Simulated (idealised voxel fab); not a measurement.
Process module name: voxel spacer lines
Square cells of 5 nm make up the cross-section cut, whose width is 240 nm.
For the purposes of this document, a cross-section shall be understood as a grid of square cells, specified as bands listed in top-to-bottom order, each band consisting of one or more rows of cells. Heights first: top, then bottom, in nm. Then materials, left to right, each with a width in nm. "edge to edge" on a single material: fills the band edge to edge. "air": empty space. Heights are measured from 0, the level below which the as-received wafer is all one material; the lowest band has no bottom and continues downward, written as in "0 and below". Per-row width for "30->40": begins at first number (top row of band), ends at second number (bottom row), increment between rows held constant. Reading "nothing changed" for a step: not a cell of the cross-section changed in it. So "Fully sealed voids" is basically the list of trapped voids: any empty space of 8 cells or more that can't reach the top through an opening. They're written width x height at distance, the distance being from the left edge, and it's all nm. Step line, after settings: the simulator's comment on this step. "overlay nm" on a masked step: distance the mask lay right of its planned place, negative for left.

LIST OF PLANNED PROCESS STEPS
- 1: RECEIVE,material Si
- 2: CONFORMAL_DEP,material Al2O3,thk nm 5
- 3: DIRECTIONAL_DEP,material SiN,thk nm 15
- 4: DIRECTIONAL_DEP,material aC,thk nm 30
- 5: PATTERN,tone cover,mask id MANDREL,material resist,width nm 15,pitch nm 60,thk nm 40,overlay nm -15
- 6: DIRECTIONAL_ETCH,etch materials aC,depth nm 30
- 7: STRIP,etch materials resist
- 8: CONFORMAL_DEP,material SiO2,thk nm 15
- 9: DIRECTIONAL_ETCH,etch materials SiO2,depth nm 15
- 10: STRIP,etch materials aC
- 11: DIRECTIONAL_ETCH,etch materials SiN,depth nm 15
- 12: STRIP,etch materials SiO2
Split variable: overlay nm, step 5. Plan value = first wafer. Wafers start alike.

RECEIVED WAFERS, FIRST OF SEVERAL: CROSS-SECTION AFTER STEP 1
	0 and below = Si edge to edge
	Fully sealed voids: none

BASICALLY EACH WAFER GETS A LINE IN THE TABLE, SHOWING IT AT THE END OF THE MODULE: MATERIAL BY MATERIAL, THE CELLS IT GAINED (+) OR LOST (-) SINCE WE GOT IT, THEN ITS CLOSED VOIDS
overlay nm -15; +48 Al2O3; +54 SiN; Fully sealed voids: none
overlay nm -10; +48 Al2O3; +54 SiN; Fully sealed voids: none
overlay nm -5; +48 Al2O3; +54 SiN; Fully sealed voids: none
overlay nm 0; +48 Al2O3; +54 SiN; Fully sealed voids: none
overlay nm 5; +48 Al2O3; +54 SiN; Fully sealed voids: none
overlay nm 10; +48 Al2O3; +54 SiN; Fully sealed voids: none
overlay nm 15; +48 Al2O3; +54 SiN; Fully sealed voids: none
